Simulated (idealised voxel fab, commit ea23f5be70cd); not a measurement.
process module | voxel released beams
cross-section cut | 225 nm wide | cells 5 nm
A cross-section is a grid of square cells, given in bands from the top down. A band is one or more rows of cells.
Each band's line starts with the height of the band's top and of its bottom, in nm. Then come its materials from left to right, each with its width in nm. One material with "throughout" fills the band from edge to edge. "air" is empty space.
Height 0 is the level under which the wafer as received is all one material. The lowest band goes on downwards, as in "0 down".
A width such as "30 to 40" changes by the same amount from each row of cells to the next, from the band's top row to its bottom row.
"no change" after a step means that no cell of the cross-section changed.
closed voids: empty space of 8 cells or more with no open way to the top, each as width x height at its distance from the left edge, in nm
after a step's settings: what the simulator itself notes on the step
overlay nm, on a step with a mask: how far to the right of its planned place the mask lay; to the left if negative
plan
1 op RECEIVE | material Si
2 op CONFORMAL_DEP | material Al2O3 | thk nm 5
3 op DIRECTIONAL_DEP | material SiO2 | thk nm 15
4 op MASKED_ETCH | tone open | mask id ANCHOR | width nm 35 | etch materials SiO2 | depth nm 15 | overlay nm 0
5 op CONFORMAL_DEP | material SiN | thk nm 10
6 op MASKED_ETCH | tone cover | mask id BEAM | width nm 100 | etch materials SiN | depth nm 10 | overlay nm 0
7 op STRIP | etch materials SiO2
as received, after step 1
  0 down: Si throughout
  closed voids: none
a wafer at the end: this start, this plan, one mistake
  20 to 15: air 60 | SiN 15 | air 15 | SiN 70 | air 65
  15 to 5: air 60 to 65 | SiN 100 to 35 | air 65 to 125
  5 to 0: Al2O3 throughout
  0 down: Si throughout
  closed voids: none
what went wrong: step 3 ran as: op DIRECTIONAL_DEP | material SiO2 | thk nm 5
